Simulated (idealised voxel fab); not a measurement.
process module | voxel trench capacitor
cross-section cut | 245 nm wide | cells 5 nm
A cross-section is a grid of square cells, given in bands from the top down. A band is one or more rows of cells.
Each band's line starts with the height of the band's top and of its bottom, in nm. Then come its materials from left to right, each with its width in nm. One material with "throughout" fills the band from edge to edge. "air" is empty space.
Height 0 is the level under which the wafer as received is all one material. The lowest band goes on downwards, as in "0 down".
A width such as "30 to 40" changes by the same amount from each row of cells to the next, from the band's top row to its bottom row.
"no change" after a step means that no cell of the cross-section changed.
closed voids: empty space of 8 cells or more with no open way to the top, each as width x height at its distance from the left edge, in nm
after a step's settings: what the simulator itself notes on the step
overlay nm, on a step with a mask: how far to the right of its planned place the mask lay; to the left if negative
plan
1 op RECEIVE | material Si
2 op CONFORMAL_DEP | material SiN | thk nm 5
3 op PATTERN | tone open | mask id TRENCH | material resist | width nm 25 | pitch nm 40 | thk nm 20 | overlay nm 0
4 op DIRECTIONAL_ETCH | etch materials SiN | depth nm 5
5 op DIRECTIONAL_ETCH | etch materials Si | depth nm 40
6 op STRIP | etch materials resist
7 op CONFORMAL_DEP | material Al2O3 | thk nm 5
8 op CONFORMAL_DEP | material TiN | thk nm 5
9 op FILL_DEP | material W | thk nm 10
10 op CMP | height nm 5
first wafer, as planned
as received, after step 1
  0 down: Si throughout
  closed voids: none
after step 2
  5 to 0: SiN throughout
  below 0: unchanged
after step 3
  25 to 5: resist 70 | air 25 | resist 15 | air 25 | resist 15 | air 25 | resist 70
  below 5: unchanged
after step 4
  25 to 5: resist 70 | air 25 | resist 15 | air 25 | resist 15 | air 25 | resist 70
  5 to 0: SiN 70 | air 25 | SiN 15 | air 25 | SiN 15 | air 25 | SiN 70
  below 0: unchanged
after step 5
  25 to 5: resist 70 | air 25 | resist 15 | air 25 | resist 15 | air 25 | resist 70
  5 to 0: SiN 70 | air 25 | SiN 15 | air 25 | SiN 15 | air 25 | SiN 70
  0 to -40: Si 70 | air 25 | Si 15 | air 25 | Si 15 | air 25 | Si 70
  below -40: unchanged
after step 6
  5 to 0: SiN 70 | air 25 | SiN 15 | air 25 | SiN 15 | air 25 | SiN 70
  below 0: unchanged
after step 7
  10 to 5: Al2O3 75 | air 15 | Al2O3 25 | air 15 | Al2O3 25 | air 15 | Al2O3 75
  5 to 0: SiN 70 | Al2O3 5 | air 15 | Al2O3 5 | SiN 15 | Al2O3 5 | air 15 | Al2O3 5 | SiN 15 | Al2O3 5 | air 15 | Al2O3 5 | SiN 70
  0 to -35: Si 70 | Al2O3 5 | air 15 | Al2O3 5 | Si 15 | Al2O3 5 | air 15 | Al2O3 5 | Si 15 | Al2O3 5 | air 15 | Al2O3 5 | Si 70
  -35 to -40: Si 70 | Al2O3 25 | Si 15 | Al2O3 25 | Si 15 | Al2O3 25 | Si 70
  below -40: unchanged
after step 8
  15 to 10: TiN 80 | air 5 | TiN 35 | air 5 | TiN 35 | air 5 | TiN 80
  10 to 5: Al2O3 75 | TiN 5 | air 5 | TiN 5 | Al2O3 25 | TiN 5 | air 5 | TiN 5 | Al2O3 25 | TiN 5 | air 5 | TiN 5 | Al2O3 75
  5 to 0: SiN 70 | Al2O3 5 | TiN 5 | air 5 | TiN 5 | Al2O3 5 | SiN 15 | Al2O3 5 | TiN 5 | air 5 | TiN 5 | Al2O3 5 | SiN 15 | Al2O3 5 | TiN 5 | air 5 | TiN 5 | Al2O3 5 | SiN 70
  0 to -30: Si 70 | Al2O3 5 | TiN 5 | air 5 | TiN 5 | Al2O3 5 | Si 15 | Al2O3 5 | TiN 5 | air 5 | TiN 5 | Al2O3 5 | Si 15 | Al2O3 5 | TiN 5 | air 5 | TiN 5 | Al2O3 5 | Si 70
  -30 to -35: Si 70 | Al2O3 5 | TiN 15 | Al2O3 5 | Si 15 | Al2O3 5 | TiN 15 | Al2O3 5 | Si 15 | Al2O3 5 | TiN 15 | Al2O3 5 | Si 70
  below -35: unchanged
after step 9
  25 to 15: W throughout
  15 to 10: TiN 80 | W 5 | TiN 35 | W 5 | TiN 35 | W 5 | TiN 80
  10 to 5: Al2O3 75 | TiN 5 | W 5 | TiN 5 | Al2O3 25 | TiN 5 | W 5 | TiN 5 | Al2O3 25 | TiN 5 | W 5 | TiN 5 | Al2O3 75
  5 to 0: SiN 70 | Al2O3 5 | TiN 5 | W 5 | TiN 5 | Al2O3 5 | SiN 15 | Al2O3 5 | TiN 5 | W 5 | TiN 5 | Al2O3 5 | SiN 15 | Al2O3 5 | TiN 5 | W 5 | TiN 5 | Al2O3 5 | SiN 70
  0 to -30: Si 70 | Al2O3 5 | TiN 5 | W 5 | TiN 5 | Al2O3 5 | Si 15 | Al2O3 5 | TiN 5 | W 5 | TiN 5 | Al2O3 5 | Si 15 | Al2O3 5 | TiN 5 | W 5 | TiN 5 | Al2O3 5 | Si 70
  below -30: unchanged
after step 10
  5 to 0: SiN 70 | Al2O3 5 | TiN 5 | W 5 | TiN 5 | Al2O3 5 | SiN 15 | Al2O3 5 | TiN 5 | W 5 | TiN 5 | Al2O3 5 | SiN 15 | Al2O3 5 | TiN 5 | W 5 | TiN 5 | Al2O3 5 | SiN 70
  below 0: unchanged
second wafer: like start, like plan, one mistake. Through step 1 it matches the first wafer
when step 2 should have ended
  5 to 0: TiN throughout
  below 0: unchanged
when step 3 should have ended
  25 to 5: resist 70 | air 25 | resist 15 | air 25 | resist 15 | air 25 | resist 70
  below 5: unchanged
when step 4 should have ended: no change
when step 5 should have ended: no change
when step 6 should have ended
  5 to 0: TiN throughout
  below 0: unchanged
when step 7 should have ended
  10 to 5: Al2O3 throughout
  below 5: unchanged
when step 8 should have ended
  15 to 10: TiN throughout
  below 10: unchanged
when step 9 should have ended
  25 to 15: W throughout
  below 15: unchanged
when step 10 should have ended
  5 to 0: TiN throughout
  below 0: unchanged
what went wrong: step 2 ran as: op CONFORMAL_DEP | material TiN | thk nm 5
at the end the second wafer has, in cells: 63 fewer of Al2O3 | 120 more of Si | 34 fewer of SiN | 2 fewer of TiN | 21 fewer of W
